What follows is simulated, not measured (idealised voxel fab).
process module | voxel air gaps
cross-section cut | 165 nm wide | cells 5 nm
A cross-section is a grid of square cells, given in bands from the top down. A band is one or more rows of cells.
Each band's line starts with the height of the band's top and of its bottom, in nm. Then come its materials from left to right, each with its width in nm. One material with "throughout" fills the band from edge to edge. "air" is empty space.
Height 0 is the level under which the wafer as received is all one material. The lowest band goes on downwards, as in "0 down".
A width such as "30 to 40" changes by the same amount from each row of cells to the next, from the band's top row to its bottom row.
"no change" after a step means that no cell of the cross-section changed.
closed voids: empty space of 8 cells or more with no open way to the top, each as width x height at its distance from the left edge, in nm
after a step's settings: what the simulator itself notes on the step
overlay nm, on a step with a mask: how far to the right of its planned place the mask lay; to the left if negative
plan
1 op RECEIVE | material Si
2 op CONFORMAL_DEP | material SiO2 | thk nm 15
3 op CONFORMAL_DEP | material SiCN | thk nm 5
4 op DIRECTIONAL_DEP | material SiO2 | thk nm 30
5 op DIRECTIONAL_DEP | material aC | thk nm 10
6 op PATTERN | tone open | mask id LINES | material resist | width nm 15 | pitch nm 40 | thk nm 25 | overlay nm 0
7 op DIRECTIONAL_ETCH | etch materials aC | depth nm 10
8 op STRIP | etch materials resist
9 op DIRECTIONAL_ETCH | etch materials SiO2 | depth nm 30
10 op STRIP | etch materials aC
11 op CONFORMAL_DEP | material TiN | thk nm 5
12 op FILL_DEP | material W | thk nm 10
13 op CMP | height nm 50
14 op EPI | material Ru | thk nm 10
15 op SELECTIVE_ETCH | etch materials SiO2 | depth nm 40
16 op CONFORMAL_DEP | material SiCN | thk nm 5
as received, after step 1
  0 down: Si throughout
  closed voids: none
a wafer at the end: this start, this plan, one mistake
  65 to 60: air 20 | SiCN 130 | air 15
  60 to 50: air 20 | SiCN 5 | Ru 120 | SiCN 5 | air 15
  50 to 45: air 20 | SiCN 15 | TiN 5 | W 10 | TiN 5 | SiO2 20 | TiN 5 | W 10 | TiN 5 | SiO2 20 | TiN 5 | W 10 | TiN 5 | SiCN 15 | air 15
  45 to 25: air 30 | SiCN 5 | TiN 5 | W 10 | TiN 5 | SiO2 20 | TiN 5 | W 10 | TiN 5 | SiO2 20 | TiN 5 | W 10 | TiN 5 | SiCN 5 | air 25
  25 to 20: SiCN 35 | TiN 20 | SiO2 20 | TiN 20 | SiO2 20 | TiN 20 | SiCN 30
  20 to 15: SiCN throughout
  15 to 0: SiO2 throughout
  0 down: Si throughout
  closed voids: none
what went wrong: step 6 ran as: op PATTERN | tone open | mask id LINES | material resist | width nm 20 | pitch nm 40 | thk nm 25 | overlay nm 0
